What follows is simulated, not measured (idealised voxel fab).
The document below concerns the process module designated voxel released beams.
Cross-section cut spans 270 nm and uses square cells 5 nm in size.
If you're reading a cross-section in this doc, picture square cells in a grid; it comes to you as bands, top ones listed first down to the bottom, and a band can be one or more rows of cells. Within each band entry, the heights of the top and of the bottom of the band appear first, in that order and in nm; the materials of the band then follow from left to right, each with its corresponding width in nm. The designation "edge to edge" on a single material indicates that it fills the band from edge to edge; the designation "empty" indicates empty space. We count height from 0. Below that, the starting wafer is all one material. The lowest band never ends at the bottom but goes on down; see "z 0 and below" for how that is written. A width such as "30..40" changes by the same amount from each row of cells to the next, from the band's top row to its bottom row. Given "remained the same" for a step, no cell of the cross-section differs between before and after that step. Basically, "Unvented internal voids" tells you about the enclosed voids: empty spaces with no open way to the top, 8 cells or bigger, each written width x height at distance, where distance is from the left edge, all in nm. Anything after a step's settings on that line? It's the simulator's own note about the step. overlay nm: how far to the right of its planned place the mask lay on this masked step (negative: to the left).
The process steps that were planned are listed below
| 1 | RECEIVE with material Si |
| 2 | CONFORMAL_DEP with material Al2O3, thk nm 10 |
| 3 | DIRECTIONAL_DEP with material SiO2, thk nm 15 |
| 4 | MASKED_ETCH with tone open, mask id ANCHOR, width nm 30, etch materials SiO2, depth nm 15, overlay nm 0 |
| 5 | CONFORMAL_DEP with material polySi, thk nm 10 |
| 6 | MASKED_ETCH with tone cover, mask id BEAM, width nm 115, etch materials polySi, depth nm 10, overlay nm 0 |
| 7 | STRIP with etch materials SiO2 |
Cross-section of the incoming wafer, state after step 1
  z 0 and below | Si edge to edge
  Unvented internal voids: none
The plan above was carried out on the starting structure above with one mistake, and this cross-section shows the wafer at the end of the module
  z 35 to 25 | 75 empty, then 115 polySi, then 80 empty
  z 25 to 0 | Al2O3 edge to edge
  z 0 and below | Si edge to edge
  Unvented internal voids: none
What was the processing mistake? planned and actual differ for step 3; actual: DIRECTIONAL_DEP with material Al2O3, thk nm 15
